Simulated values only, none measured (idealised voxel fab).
The process module presented herein is designated voxel capacitor over wiring.
Each square cell in cross-section cut measures 5 nm, and the section as a whole is 235 nm wide.
In what follows, cross-sections appear as grids of square cells, described through bands that run from the top down, where every band is one or more rows of cells.
Basically the band line says how high the top is and how high the bottom is, in nm, and then what's in it from left to right, every material with its width in nm. Empty space shows up as "empty", and if a single material carries "edge to edge" it runs the full band edge to edge.
Zero point of the height axis is 0; under it, received wafer = one material. Lowest band: continues down indefinitely, "top 0, no bottom".
So if you see something like "30..40" for the width, read it as the top row of the band sitting at the first number and the bottom row at the second, with every row in between moving by the same amount as the last.
The designation "nothing got changed", where it is given for a processing step, indicates that no cell of the cross-section was altered in the course of that step.
"Closed void list" contains a list of empty spaces, each no smaller than 8 cells and without an open way to the top, written in the form width x height at distance with the distance from the left edge and all three in nm.
Whatever follows a step's settings on its line is a remark the simulator itself makes about that step.
overlay nm: for a step with a mask, the amount by which the mask lay right of where it was planned; a negative amount means left of it.

### Process steps (planned)
| 1 | RECEIVE with material Si |
| 2 | CONFORMAL_DEP with material SiO2, thk nm 10 |
| 3 | CONFORMAL_DEP with material SiCN, thk nm 5 |
| 4 | DIRECTIONAL_DEP with material lowk, thk nm 15 |
| 5 | MASKED_ETCH with tone open, mask id METAL_1, width nm 25, pitch nm 90, etch materials lowk, depth nm 15, overlay nm 0 |
| 6 | MASKED_ETCH with tone open, mask id METAL_1, width nm 25, pitch nm 90, etch materials SiCN, depth nm 5, overlay nm 0 |
| 7 | CONFORMAL_DEP with material TiN, thk nm 5 |
| 8 | FILL_DEP with material Ru, thk nm 5 |
| 9 | CMP with height nm 30 |
| 10 | CONFORMAL_DEP with material SiCN, thk nm 5 |
| 11 | DIRECTIONAL_DEP with material SiO2, thk nm 10 |
| 12 | DIRECTIONAL_DEP with material aC, thk nm 10 |
| 13 | PATTERN with tone open, mask id PLUG_1, material resist, width nm 15, thk nm 25, overlay nm 0 |
| 14 | DIRECTIONAL_ETCH with etch materials aC, depth nm 10 |
| 15 | STRIP with etch materials resist |
| 16 | DIRECTIONAL_ETCH with etch materials SiO2, depth nm 10 |
| 17 | DIRECTIONAL_ETCH with etch materials SiCN, depth nm 5 |
| 18 | STRIP with etch materials aC |
| 19 | EPI with material Ru, thk nm 10 |
| 20 | EPI with material Ru, thk nm 5 |
| 21 | DIRECTIONAL_DEP with material TiN, thk nm 10 |
| 22 | DIRECTIONAL_DEP with material Al2O3, thk nm 5 |
| 23 | DIRECTIONAL_DEP with material TiN, thk nm 5 |
| 24 | MASKED_ETCH with tone cover, mask id UPPER_PLATE, width nm 70, etch materials TiN, depth nm 5, overlay nm 0 |
| 25 | MASKED_ETCH with tone cover, mask id UPPER_PLATE, width nm 70, etch materials Al2O3, depth nm 5, overlay nm 0 |
| 26 | MASKED_ETCH with tone cover, mask id LOWER_PLATE, width nm 80, etch materials TiN, depth nm 10, overlay nm 0 |
| 27 | FILL_DEP with material SiO2, thk nm 20 |
| 28 | CMP with height nm 80 |
| 29 | MASKED_ETCH with tone open, mask id PLUG_2, width nm 15, etch materials SiO2, depth nm 15, overlay nm 0 |
| 30 | CONFORMAL_DEP with material TiN, thk nm 5 |
| 31 | FILL_DEP with material W, thk nm 10 |
| 32 | CMP with height nm 80 |
| 33 | CONFORMAL_DEP with material SiN, thk nm 5 |

### Step 1 complete: cross-section of the wafer as received
    top 0, no bottom  Si edge to edge
    Closed void list: none

### Sectioned view, first of two wafers, at the close of the module, processed as intended in the plan
    top 85, bottom 80  SiN edge to edge
    top 80, bottom 70  SiO2=80 / TiN=5 / W=5 / TiN=5 / SiO2=140
    top 70, bottom 60  SiO2=80..70 / TiN=15..70 / SiO2=140..95
    top 60, bottom 55  SiO2=70 / Al2O3=70 / SiO2=95
    top 55, bottom 45  SiO2=65 / TiN=80 / SiO2=90
    top 45, bottom 35  SiO2=70 / Ru=15 / SiO2=150
    top 35, bottom 30  SiCN=70 / Ru=15 / SiCN=150
    top 30, bottom 15  lowk=60 / TiN=5 / Ru=15 / TiN=5 / lowk=65 / TiN=5 / Ru=15 / TiN=5 / lowk=60
    top 15, bottom 10  SiCN=60 / TiN=25 / SiCN=65 / TiN=25 / SiCN=60
    top 10, bottom 0  SiO2 edge to edge
    top 0, no bottom  Si edge to edge
    Closed void list: none

### Now the second wafer, cross-sectioned at the end of the module. Nothing different at the start, nothing different in the plan compared with the first, just one mistake when it was actually run
    top 85, bottom 80  SiN edge to edge
    top 80, bottom 70  SiO2=80 / TiN=5 / W=5 / TiN=5 / SiO2=140
    top 70, bottom 60  SiO2=80..70 / TiN=15..70 / SiO2=140..95
    top 60, bottom 55  SiO2=70 / Al2O3=70 / SiO2=95
    top 55, bottom 45  SiO2=65 / TiN=80 / SiO2=90
    top 45, bottom 35  SiO2=70 / Ru=15 / SiO2=150
    top 35, bottom 30  SiCN=70 / Ru=15 / SiCN=150
    top 30, bottom 20  lowk=60 / TiN=5 / Ru=15 / TiN=5 / lowk=65 / TiN=5 / Ru=15 / TiN=5 / lowk=60
    top 20, bottom 15  lowk=60 / TiN=15 / Ru=5 / TiN=5 / lowk=65 / TiN=15 / Ru=5 / TiN=5 / lowk=60
    top 15, bottom 10  SiCN=70 / TiN=15 / SiCN=75 / TiN=15 / SiCN=60
    top 10, bottom 0  SiO2 edge to edge
    top 0, no bottom  Si edge to edge
    Closed void list: none
Here's what went sideways: step 6 went in with a setting other than planned; the actual run was MASKED_ETCH with tone open, mask id METAL_1, width nm 25, pitch nm 90, etch materials SiCN, depth nm 5, overlay nm 10
The closing comparison, in cells, has the second wafer with more or fewer of some materials than the first: -4 Ru; +4 SiCN
